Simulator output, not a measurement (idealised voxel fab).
Process module name: voxel released beams
The width of the displayed cross-section, cut, is 210 nm; its cells are square, with a size of 5 nm.
A cross-section is written here as square cells arranged in a grid, and it is given in bands from the top down, each band taking up one or more rows of cells.
The entry gives the band's vertical extent as a top height and a bottom height in nm, then its horizontal make-up as materials from left to right, each with a width in nm. "empty" stands for empty space; a single material marked "full width" fills the band edge to edge.
Heights from 0 (as-received wafer is one material below). Bottom band endless downward, as "0 down".
Width spec "30->40" -> top row of cells at first value, bottom row at second value, equal per-row change in between.
Key: "remains unaltered" - step with no changed cell in the cross-section.
Empty spaces without an open route to the top, at least 8 cells in extent, make up the entry "Unvented internal voids"; each is given as width x height at distance, where the distance is measured from the left edge, and all are in nm.
That trailing text on a step's line, after the settings, is the simulator's own remark on the step.
Steps that use a mask can have "overlay nm" on their line. It says how far the mask sat to the right of where it was meant to be. Negative means to the left.
**The following list gives the planned process steps**
| 1 | RECEIVE (material Si) |
| 2 | CONFORMAL_DEP (material SiN; thk nm 10) |
| 3 | DIRECTIONAL_DEP (material SiO2; thk nm 15) |
| 4 | DIRECTIONAL_DEP (material aC; thk nm 15) |
| 5 | PATTERN (tone open; mask id ANCHOR; material resist; width nm 45; thk nm 30; overlay nm 0) |
| 6 | DIRECTIONAL_ETCH (etch materials aC; depth nm 15) |
| 7 | STRIP (etch materials resist) |
| 8 | DIRECTIONAL_ETCH (etch materials SiO2; depth nm 15) |
| 9 | STRIP (etch materials aC) |
| 10 | CONFORMAL_DEP (material W; thk nm 15) |
| 11 | DIRECTIONAL_DEP (material aC; thk nm 15) |
| 12 | PATTERN (tone cover; mask id BEAM; material resist; width nm 120; thk nm 35; overlay nm 0) |
| 13 | DIRECTIONAL_ETCH (etch materials aC; depth nm 15) |
| 14 | STRIP (etch materials resist) |
| 15 | DIRECTIONAL_ETCH (etch materials W; depth nm 15) |
| 16 | STRIP (etch materials aC) |
| 17 | STRIP (etch materials SiO2) |
**Cross-section of the wafer upon arrival, representing the state reached after step 1**
    0 down = Si full width
    Unvented internal voids: none
**Module complete, cross-section. Starting point and plan per above. One mistake made in running the module**
    35 to 25 = 40 of empty  15 of W  25 of empty  80 of W  50 of empty
    25 to 20 = 45 of empty  10 of W  25 of empty  10 of W  120 of empty
    20 to 10 = 45 of empty  45 of W  120 of empty
    10 to 0 = SiN full width
    0 down = Si full width
    Unvented internal voids: none
Nonconformance to the process plan: so step 10 ended up running with a different setting than we planned, it ran as CONFORMAL_DEP (material W; thk nm 10)
